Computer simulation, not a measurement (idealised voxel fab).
process module | voxel double patterning
cross-section cut | 175 nm wide | cells 5 nm
A cross-section is a grid of square cells, given in bands from the top down. A band is one or more rows of cells.
Each band's line starts with the height of the band's top and of its bottom, in nm. Then come its materials from left to right, each with its width in nm. One material with "throughout" fills the band from edge to edge. "air" is empty space.
Height 0 is the level under which the wafer as received is all one material. The lowest band goes on downwards, as in "0 down".
A width such as "30 to 40" changes by the same amount from each row of cells to the next, from the band's top row to its bottom row.
"no change" after a step means that no cell of the cross-section changed.
closed voids: empty space of 8 cells or more with no open way to the top, each as width x height at its distance from the left edge, in nm
after a step's settings: what the simulator itself notes on the step
overlay nm, on a step with a mask: how far to the right of its planned place the mask lay; to the left if negative
plan
1 op RECEIVE | material Si
2 op CONFORMAL_DEP | material SiO2 | thk nm 10
3 op DIRECTIONAL_DEP | material TiN | thk nm 20
4 op DIRECTIONAL_DEP | material SiCN | thk nm 5
5 op PATTERN | tone open | mask id FIRST | material resist | width nm 15 | pitch nm 50 | thk nm 15 | overlay nm 0
6 op DIRECTIONAL_ETCH | etch materials SiCN | depth nm 5
7 op STRIP | etch materials resist
8 op PATTERN | tone open | mask id SECOND | material resist | width nm 15 | thk nm 15 | overlay nm 0
9 op DIRECTIONAL_ETCH | etch materials SiCN | depth nm 5
10 op STRIP | etch materials resist
11 op DIRECTIONAL_ETCH | etch materials TiN | depth nm 20
12 op STRIP | etch materials SiCN
first wafer, as planned
as received, after step 1
  0 down: Si throughout
  closed voids: none
after step 2
  10 to 0: SiO2 throughout
  below 0: unchanged
after step 3
  30 to 10: TiN throughout
  below 10: unchanged
after step 4
  35 to 30: SiCN throughout
  below 30: unchanged
after step 5
  50 to 35: resist 55 | air 15 | resist 35 | air 15 | resist 55
  below 35: unchanged
after step 6
  50 to 35: resist 55 | air 15 | resist 35 | air 15 | resist 55
  35 to 30: SiCN 55 | air 15 | SiCN 35 | air 15 | SiCN 55
  below 30: unchanged
after step 7
  35 to 30: SiCN 55 | air 15 | SiCN 35 | air 15 | SiCN 55
  below 30: unchanged
after step 8
  50 to 35: resist 80 | air 15 | resist 80
  35 to 30: SiCN 55 | resist 15 | SiCN 35 | resist 15 | SiCN 55
  below 30: unchanged
after step 9
  50 to 35: resist 80 | air 15 | resist 80
  35 to 30: SiCN 55 | resist 15 | SiCN 10 | air 15 | SiCN 10 | resist 15 | SiCN 55
  below 30: unchanged
after step 10
  35 to 30: SiCN 55 | air 15 | SiCN 10 | air 15 | SiCN 10 | air 15 | SiCN 55
  below 30: unchanged
after step 11
  35 to 30: SiCN 55 | air 15 | SiCN 10 | air 15 | SiCN 10 | air 15 | SiCN 55
  30 to 10: TiN 55 | air 15 | TiN 10 | air 15 | TiN 10 | air 15 | TiN 55
  below 10: unchanged
after step 12
  30 to 10: TiN 55 | air 15 | TiN 10 | air 15 | TiN 10 | air 15 | TiN 55
  below 10: unchanged
second wafer: like start, like plan, one mistake. Through step 7 it matches the first wafer
when step 8 should have ended
  50 to 35: resist 75 | air 25 | resist 75
  35 to 30: SiCN 55 | resist 15 | SiCN 35 | resist 15 | SiCN 55
  below 30: unchanged
when step 9 should have ended
  50 to 35: resist 75 | air 25 | resist 75
  35 to 30: SiCN 55 | resist 15 | SiCN 5 | air 25 | SiCN 5 | resist 15 | SiCN 55
  below 30: unchanged
when step 10 should have ended
  35 to 30: SiCN 55 | air 15 | SiCN 5 | air 25 | SiCN 5 | air 15 | SiCN 55
  below 30: unchanged
when step 11 should have ended
  35 to 30: SiCN 55 | air 15 | SiCN 5 | air 25 | SiCN 5 | air 15 | SiCN 55
  30 to 10: TiN 55 | air 15 | TiN 5 | air 25 | TiN 5 | air 15 | TiN 55
  below 10: unchanged
when step 12 should have ended
  30 to 10: TiN 55 | air 15 | TiN 5 | air 25 | TiN 5 | air 15 | TiN 55
  below 10: unchanged
what went wrong: step 8 ran as: op PATTERN | tone open | mask id SECOND | material resist | width nm 25 | thk nm 15 | overlay nm 0
at the end the second wafer has, in cells: 8 fewer of TiN
